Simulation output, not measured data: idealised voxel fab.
The process module that follows is named voxel transistor to metal.
Section shown: cut. Width: 260 nm. Cell size: 5 nm, square.
Bands, listed from the top down, are how a cross-section gets written in this document; the cross-section itself is a grid of square cells, and a band is one or more rows of them. The entry gives the band's vertical extent as a top height and a bottom height in nm, then its horizontal make-up as materials from left to right, each with a width in nm. "blank" stands for empty space; a single material marked "full width" fills the band edge to edge. Height 0 is the level under which the wafer as received is all one material. The lowest band goes on downwards, as in "top 0, no bottom". Width: "30..40" (first number = top row, second number = bottom row, same change from row to row of cells). You'll sometimes find "no change" written for a step, and that's the way of saying that nowhere in the cross-section did a cell change during that step. The list in "Enclosed cavities" covers empty spaces of 8 cells or more that cannot reach the top through any open way, and it gives each as width x height at distance; the distance is from the left edge, and width, height and distance are in nm. On a step's line, text after the settings is the simulator commenting on that step. You can add "overlay nm" to a step's line. For a step with a mask, it describes how far the mask lay to the right of its planned position, and a negative number describes a lay to the left.

-- The planned process steps are enumerated hereunder
step 1: RECEIVE (material Si)
step 2: OXIDIZE (depth nm 5)
step 3: CONFORMAL_DEP (material SiN; thk nm 15)
step 4: PATTERN (tone cover; mask id ACTIVE; material resist; width nm 95; pitch nm 125; thk nm 15; overlay nm 0)
step 5: DIRECTIONAL_ETCH (etch materials SiN; depth nm 15)
step 6: DIRECTIONAL_ETCH (etch materials SiO2; depth nm 5)
step 7: DIRECTIONAL_ETCH (etch materials Si; depth nm 30)
step 8: STRIP (etch materials resist)
step 9: OXIDIZE (depth nm 5)
step 10: FILL_DEP (material SiO2; thk nm 10)
step 11: CMP (height nm 15)
step 12: SELECTIVE_ETCH (etch materials SiO2; depth nm 10)
step 13: STRIP (etch materials SiN)
step 14: SELECTIVE_ETCH (etch materials SiO2; depth nm 5)
step 15: OXIDIZE (depth nm 5)
step 16: DIRECTIONAL_DEP (material polySi; thk nm 25)
step 17: DIRECTIONAL_DEP (material SiCN; thk nm 15)
step 18: MASKED_ETCH (tone cover; mask id GATE; width nm 25; pitch nm 125; etch materials SiCN; depth nm 25; overlay nm 0)
step 19: MASKED_ETCH (tone cover; mask id GATE; width nm 25; pitch nm 125; etch materials polySi; depth nm 35; overlay nm 0)
step 20: CONFORMAL_DEP (material SiN; thk nm 5)
step 21: DIRECTIONAL_ETCH (etch materials SiN; depth nm 5)
step 22: DIRECTIONAL_ETCH (etch materials SiO2; depth nm 5)
step 23: DIRECTIONAL_ETCH (etch materials Si; depth nm 15)
step 24: EPI (material SiGe; thk nm 15)
step 25: FILL_DEP (material SiO2; thk nm 5)
step 26: CMP (height nm 35)
step 27: DIRECTIONAL_DEP (material SiO2; thk nm 15)
step 28: MASKED_ETCH (tone open; mask id CONTACT; width nm 25; etch materials SiO2; depth nm 60; overlay nm 0)
step 29: CONFORMAL_DEP (material TiN; thk nm 5)
step 30: FILL_DEP (material W; thk nm 5)
step 31: CMP (height nm 50)
step 32: CONFORMAL_DEP (material SiN; thk nm 5)
step 33: DIRECTIONAL_DEP (material SiO2; thk nm 15)
step 34: DIRECTIONAL_DEP (material aC; thk nm 15)
step 35: PATTERN (tone open; mask id METAL_1; material resist; width nm 15; thk nm 30; overlay nm 0)
step 36: DIRECTIONAL_ETCH (etch materials aC; depth nm 5)
step 37: STRIP (etch materials resist)
step 38: DIRECTIONAL_ETCH (etch materials SiO2; depth nm 15)
step 39: DIRECTIONAL_ETCH (etch materials SiN; depth nm 5)
step 40: STRIP (etch materials aC)
step 41: CONFORMAL_DEP (material TiN; thk nm 5)
step 42: FILL_DEP (material Cu; thk nm 10)
step 43: CMP (height nm 70)
step 44: CONFORMAL_DEP (material SiN; thk nm 5)
For clarity, it should be stated that the wafers under discussion commence in an identical condition and differ with respect to the depth nm of step 36, the plan indicating the value that the first wafer had.

-- Cross-section, first of several wafers, as delivered after step 1
> top 0, no bottom  Si full width
> Enclosed cavities: none

-- First of several wafers, sectioned at end of module (last step: step 44)
> top 75, bottom 70  SiN full width
> top 70, bottom 55  SiO2 full width
> top 55, bottom 50  SiN full width
> top 50, bottom 35  25 of SiO2, then 5 of TiN, then 15 of W, then 5 of TiN, then 35 of SiO2, then 5 of TiN, then 15 of W, then 5 of TiN, then 40 of SiO2, then 5 of TiN, then 15 of W, then 5 of TiN, then 35 of SiO2, then 5 of TiN, then 15 of W, then 5 of TiN, then 25 of SiO2
> top 35, bottom 20  25 of SiO2, then 5 of TiN, then 15 of W, then 5 of TiN, then 5 of SiN, then 25 of SiCN, then 5 of SiN, then 5 of TiN, then 15 of W, then 5 of TiN, then 40 of SiO2, then 5 of TiN, then 15 of W, then 5 of TiN, then 5 of SiN, then 25 of SiCN, then 5 of SiN, then 5 of TiN, then 15 of W, then 5 of TiN, then 25 of SiO2
> top 20, bottom 10  25 of SiO2, then 5 of TiN, then 15 of W, then 5 of TiN, then 5 of SiN, then 25 of polySi, then 5 of SiN, then 5 of TiN, then 15 of W, then 5 of TiN, then 40 of SiO2, then 5 of TiN, then 15 of W, then 5 of TiN, then 5 of SiN, then 25 of polySi, then 5 of SiN, then 5 of TiN, then 15 of W, then 5 of TiN, then 25 of SiO2
> top 10, bottom 5  25 of SiO2, then 25 of TiN, then 5 of SiN, then 25 of polySi, then 5 of SiN, then 25 of TiN, then 40 of SiO2, then 25 of TiN, then 5 of SiN, then 25 of polySi, then 5 of SiN, then 25 of TiN, then 25 of SiO2
> top 5, bottom 0  25 of SiO2, then 10 of TiN, then 15 of SiGe, then 5 of SiN, then 25 of polySi, then 5 of SiN, then 15 of SiGe, then 10 of TiN, then 40 of SiO2, then 10 of TiN, then 15 of SiGe, then 5 of SiN, then 25 of polySi, then 5 of SiN, then 15 of SiGe, then 10 of TiN, then 25 of SiO2
> top 0, bottom -5  15 of SiO2, then 5 of SiN, then 5 of SiO2, then 10 of TiN, then 15 of SiGe, then 5 of SiN, then 25 of polySi, then 5 of SiN, then 15 of SiGe, then 10 of TiN, then 5 of SiO2, then 5 of SiN, then 20 of SiO2, then 5 of SiN, then 5 of SiO2, then 10 of TiN, then 15 of SiGe, then 5 of SiN, then 25 of polySi, then 5 of SiN, then 15 of SiGe, then 10 of TiN, then 5 of SiO2, then 5 of SiN, then 15 of SiO2
> top -5, bottom -10  25 of SiO2, then 10 of TiN, then 15 of SiGe, then 35 of SiO2, then 15 of SiGe, then 10 of TiN, then 40 of SiO2, then 10 of TiN, then 15 of SiGe, then 35 of SiO2, then 15 of SiGe, then 10 of TiN, then 25 of SiO2
> top -10, bottom -25  25 of SiO2, then 25 of SiGe, then 35 of Si, then 25 of SiGe, then 40 of SiO2, then 25 of SiGe, then 35 of Si, then 25 of SiGe, then 25 of SiO2
> top -25, bottom -40  25 of SiO2, then 85 of Si, then 40 of SiO2, then 85 of Si, then 25 of SiO2
> top -40, no bottom  Si full width
> Enclosed cavities: none

-- The module's end: a cross-section of the last wafer
> top 75, bottom 70  SiN full width
> top 70, bottom 55  25 of SiO2, then 5 of TiN, then 5 of Cu, then 5 of TiN, then 55 of SiO2, then 5 of TiN, then 5 of Cu, then 5 of TiN, then 40 of SiO2, then 5 of TiN, then 5 of Cu, then 5 of TiN, then 55 of SiO2, then 5 of TiN, then 5 of Cu, then 5 of TiN, then 25 of SiO2
> top 55, bottom 50  25 of SiN, then 15 of TiN, then 55 of SiN, then 15 of TiN, then 40 of SiN, then 15 of TiN, then 55 of SiN, then 15 of TiN, then 25 of SiN
> top 50, bottom 35  25 of SiO2, then 5 of TiN, then 15 of W, then 5 of TiN, then 35 of SiO2, then 5 of TiN, then 15 of W, then 5 of TiN, then 40 of SiO2, then 5 of TiN, then 15 of W, then 5 of TiN, then 35 of SiO2, then 5 of TiN, then 15 of W, then 5 of TiN, then 25 of SiO2
> top 35, bottom 20  25 of SiO2, then 5 of TiN, then 15 of W, then 5 of TiN, then 5 of SiN, then 25 of SiCN, then 5 of SiN, then 5 of TiN, then 15 of W, then 5 of TiN, then 40 of SiO2, then 5 of TiN, then 15 of W, then 5 of TiN, then 5 of SiN, then 25 of SiCN, then 5 of SiN, then 5 of TiN, then 15 of W, then 5 of TiN, then 25 of SiO2
> top 20, bottom 10  25 of SiO2, then 5 of TiN, then 15 of W, then 5 of TiN, then 5 of SiN, then 25 of polySi, then 5 of SiN, then 5 of TiN, then 15 of W, then 5 of TiN, then 40 of SiO2, then 5 of TiN, then 15 of W, then 5 of TiN, then 5 of SiN, then 25 of polySi, then 5 of SiN, then 5 of TiN, then 15 of W, then 5 of TiN, then 25 of SiO2
> top 10, bottom 5  25 of SiO2, then 25 of TiN, then 5 of SiN, then 25 of polySi, then 5 of SiN, then 25 of TiN, then 40 of SiO2, then 25 of TiN, then 5 of SiN, then 25 of polySi, then 5 of SiN, then 25 of TiN, then 25 of SiO2
> top 5, bottom 0  25 of SiO2, then 10 of TiN, then 15 of SiGe, then 5 of SiN, then 25 of polySi, then 5 of SiN, then 15 of SiGe, then 10 of TiN, then 40 of SiO2, then 10 of TiN, then 15 of SiGe, then 5 of SiN, then 25 of polySi, then 5 of SiN, then 15 of SiGe, then 10 of TiN, then 25 of SiO2
> top 0, bottom -5  15 of SiO2, then 5 of SiN, then 5 of SiO2, then 10 of TiN, then 15 of SiGe, then 5 of SiN, then 25 of polySi, then 5 of SiN, then 15 of SiGe, then 10 of TiN, then 5 of SiO2, then 5 of SiN, then 20 of SiO2, then 5 of SiN, then 5 of SiO2, then 10 of TiN, then 15 of SiGe, then 5 of SiN, then 25 of polySi, then 5 of SiN, then 15 of SiGe, then 10 of TiN, then 5 of SiO2, then 5 of SiN, then 15 of SiO2
> top -5, bottom -10  25 of SiO2, then 10 of TiN, then 15 of SiGe, then 35 of SiO2, then 15 of SiGe, then 10 of TiN, then 40 of SiO2, then 10 of TiN, then 15 of SiGe, then 35 of SiO2, then 15 of SiGe, then 10 of TiN, then 25 of SiO2
> top -10, bottom -25  25 of SiO2, then 25 of SiGe, then 35 of Si, then 25 of SiGe, then 40 of SiO2, then 25 of SiGe, then 35 of Si, then 25 of SiGe, then 25 of SiO2
> top -25, bottom -40  25 of SiO2, then 85 of Si, then 40 of SiO2, then 85 of Si, then 25 of SiO2
> top -40, no bottom  Si full width
> Enclosed cavities: none

-- Tabulated below, wafer by wafer, are the end-of-module results: for each material, the number of cells gained (+) or lost (-) relative to the as-received state, followed by the closed voids
depth nm 5 | -272 Si | +30 SiCN | +96 SiGe | +140 SiN | +532 SiO2 | +108 TiN | +96 W | +50 polySi | Enclosed cavities: none
depth nm 10 | -272 Si | +30 SiCN | +96 SiGe | +140 SiN | +532 SiO2 | +108 TiN | +96 W | +50 polySi | Enclosed cavities: none
depth nm 15 | +12 Cu | -272 Si | +30 SiCN | +96 SiGe | +128 SiN | +496 SiO2 | +144 TiN | +96 W | +50 polySi | Enclosed cavities: none
depth nm 20 | +12 Cu | -272 Si | +30 SiCN | +96 SiGe | +128 SiN | +496 SiO2 | +144 TiN | +96 W | +50 polySi | Enclosed cavities: none
depth nm 25 | +12 Cu | -272 Si | +30 SiCN | +96 SiGe | +128 SiN | +496 SiO2 | +144 TiN | +96 W | +50 polySi | Enclosed cavities: none
depth nm 30 | +12 Cu | -272 Si | +30 SiCN | +96 SiGe | +128 SiN | +496 SiO2 | +144 TiN | +96 W | +50 polySi | Enclosed cavities: none
